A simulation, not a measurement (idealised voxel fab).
Name of the process module below: voxel transistor to metal
285 nm wide, 5 nm square cells: that's cross-section cut.
In this document a cross-section is written as a grid of square cells. It is given as a series of bands, listed from the top down, and a band is one or more rows of cells.
Per band: top height and bottom height in nm, followed by the left-to-right materials and their widths in nm; "all across" marks a single material spanning edge to edge, "empty" marks empty space.
Heads up on the height convention: 0 is the point under which the incoming wafer is all one material, and the lowest band has no bottom, it just keeps going down, like "top 0, no bottom".
Read "30->40" as a graded width: first number on top, second number at the bottom, same change between each pair of neighbouring rows.
You'll sometimes find "remained the same" written for a step, and that's the way of saying that nowhere in the cross-section did a cell change during that step.
For the entry "Fully enclosed voids", the listed items are empty spaces with no open way to the top whose size is 8 cells or more; each item follows the pattern width x height at distance, where distance is from the left edge and all three are in nm.
Past the settings on a step's line: simulator remark, on that step.
Each step line may optionally specify "overlay nm", which for a step with a mask gives the rightward distance between the mask's planned place and where it lay, a negative value indicating the leftward direction.
The steps planned for the process are as follows
step 1: RECEIVE [material Si]
step 2: OXIDIZE [depth nm 5]
step 3: CONFORMAL_DEP [material SiN] [thk nm 10]
step 4: PATTERN [tone cover] [mask id ACTIVE] [material resist] [width nm 100] [pitch nm 125] [thk nm 20] [overlay nm 0]
step 5: DIRECTIONAL_ETCH [etch materials SiN] [depth nm 10]
step 6: DIRECTIONAL_ETCH [etch materials SiO2] [depth nm 5]
step 7: DIRECTIONAL_ETCH [etch materials Si] [depth nm 25]
step 8: STRIP [etch materials resist]
step 9: FILL_DEP [material SiO2] [thk nm 10]
step 10: CMP [height nm 10]
step 11: SELECTIVE_ETCH [etch materials SiO2] [depth nm 5]
step 12: STRIP [etch materials SiN]
step 13: SELECTIVE_ETCH [etch materials SiO2] [depth nm 5]
step 14: OXIDIZE [depth nm 5]
step 15: DIRECTIONAL_DEP [material polySi] [thk nm 25]
step 16: DIRECTIONAL_DEP [material SiCN] [thk nm 10]
step 17: DIRECTIONAL_DEP [material aC] [thk nm 10]
step 18: PATTERN [tone cover] [mask id GATE] [material resist] [width nm 20] [pitch nm 125] [thk nm 30] [overlay nm 0]
step 19: DIRECTIONAL_ETCH [etch materials aC] [depth nm 10]
step 20: STRIP [etch materials resist]
step 21: DIRECTIONAL_ETCH [etch materials SiCN] [depth nm 20]
step 22: DIRECTIONAL_ETCH [etch materials polySi] [depth nm 35]
step 23: STRIP [etch materials aC]
step 24: CONFORMAL_DEP [material SiN] [thk nm 10]
step 25: DIRECTIONAL_ETCH [etch materials SiN] [depth nm 10]
step 26: DIRECTIONAL_ETCH [etch materials SiO2] [depth nm 5]
step 27: EPI [material SiGe] [thk nm 5]
step 28: FILL_DEP [material SiO2] [thk nm 10]
step 29: CMP [height nm 30]
step 30: DIRECTIONAL_DEP [material SiO2] [thk nm 15]
step 31: MASKED_ETCH [tone open] [mask id CONTACT] [width nm 30] [etch materials SiO2] [depth nm 50] [overlay nm 0]
step 32: CONFORMAL_DEP [material TiN] [thk nm 5]
step 33: FILL_DEP [material W] [thk nm 10]
step 34: CMP [height nm 45]
step 35: CONFORMAL_DEP [material SiCN] [thk nm 5]
step 36: DIRECTIONAL_DEP [material lowk] [thk nm 25]
step 37: MASKED_ETCH [tone open] [mask id METAL_1] [width nm 15] [etch materials lowk] [depth nm 25] [overlay nm 0]
step 38: MASKED_ETCH [tone open] [mask id METAL_1] [width nm 15] [etch materials SiCN] [depth nm 5] [overlay nm -15]
step 39: CONFORMAL_DEP [material TiN] [thk nm 5]
step 40: FILL_DEP [material Ru] [thk nm 10]
step 41: CMP [height nm 75]
step 42: EPI [material Ru] [thk nm 5]
step 43: FILL_DEP [material SiCN] [thk nm 5]
Same starting wafers, different overlay nm at step 38. Plan value belongs to the first wafer.
first wafer as received, after step 1
top 0, no bottom = Si all across
Fully enclosed voids: none
Below: a row per wafer. Contents at end of module: for every material, cells gained since receipt (+) or lost since receipt (-); then closed voids
overlay nm -15 | +36 Ru | -182 Si | +167 SiCN | +20 SiGe | +64 SiN | +343 SiO2 | +140 TiN | +116 W | +225 lowk | +40 polySi | Fully enclosed voids: none
overlay nm -10 | +36 Ru | -182 Si | +163 SiCN | +20 SiGe | +64 SiN | +343 SiO2 | +144 TiN | +116 W | +225 lowk | +40 polySi | Fully enclosed voids: none
overlay nm -5 | +36 Ru | -182 Si | +159 SiCN | +20 SiGe | +64 SiN | +343 SiO2 | +148 TiN | +116 W | +225 lowk | +40 polySi | Fully enclosed voids: none
overlay nm 0 | +40 Ru | -182 Si | +155 SiCN | +20 SiGe | +64 SiN | +343 SiO2 | +148 TiN | +116 W | +225 lowk | +40 polySi | Fully enclosed voids: none
overlay nm 5 | +36 Ru | -182 Si | +159 SiCN | +20 SiGe | +64 SiN | +343 SiO2 | +148 TiN | +116 W | +225 lowk | +40 polySi | Fully enclosed voids: none
overlay nm 10 | +36 Ru | -182 Si | +163 SiCN | +20 SiGe | +64 SiN | +343 SiO2 | +144 TiN | +116 W | +225 lowk | +40 polySi | Fully enclosed voids: none
overlay nm 15 | +36 Ru | -182 Si | +167 SiCN | +20 SiGe | +64 SiN | +343 SiO2 | +140 TiN | +116 W | +225 lowk | +40 polySi | Fully enclosed voids: none
